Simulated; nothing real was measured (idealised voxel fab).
process module | voxel fin reveal
cross-section cut | 250 nm wide | cells 5 nm
A cross-section is a grid of square cells, given in bands from the top down. A band is one or more rows of cells.
Each band's line starts with the height of the band's top and of its bottom, in nm. Then come its materials from left to right, each with its width in nm. One material with "throughout" fills the band from edge to edge. "air" is empty space.
Height 0 is the level under which the wafer as received is all one material. The lowest band goes on downwards, as in "0 down".
A width such as "30 to 40" changes by the same amount from each row of cells to the next, from the band's top row to its bottom row.
"no change" after a step means that no cell of the cross-section changed.
closed voids: empty space of 8 cells or more with no open way to the top, each as width x height at its distance from the left edge, in nm
after a step's settings: what the simulator itself notes on the step
overlay nm, on a step with a mask: how far to the right of its planned place the mask lay; to the left if negative
plan
1 op RECEIVE | material Si
2 op CONFORMAL_DEP | material SiN | thk nm 10
3 op DIRECTIONAL_DEP | material aC | thk nm 10
4 op PATTERN | tone cover | mask id FINS | material resist | width nm 15 | pitch nm 40 | thk nm 30 | overlay nm 0
5 op DIRECTIONAL_ETCH | etch materials aC | depth nm 10
6 op STRIP | etch materials resist
7 op DIRECTIONAL_ETCH | etch materials SiN | depth nm 10
8 op DIRECTIONAL_ETCH | etch materials Si | depth nm 40
9 op STRIP | etch materials aC
10 op FILL_DEP | material SiO2 | thk nm 10
11 op CMP | height nm 10
12 op SELECTIVE_ETCH | etch materials SiO2 | depth nm 30
13 op STRIP | etch materials SiN
as received, after step 1
  0 down: Si throughout
  closed voids: none
a wafer at the end: this start, this plan, one mistake
  0 to -20: air 75 | Si 15 | air 25 | Si 15 | air 25 | Si 15 | air 80
  -20 to -30: SiO2 45 | air 30 | Si 15 | air 25 | Si 15 | air 25 | Si 15 | air 30 | SiO2 50
  -30 to -40: SiO2 75 | Si 15 | SiO2 25 | Si 15 | SiO2 25 | Si 15 | SiO2 80
  -40 down: Si throughout
  closed voids: none
what went wrong: steps 12 and 13 were swapped
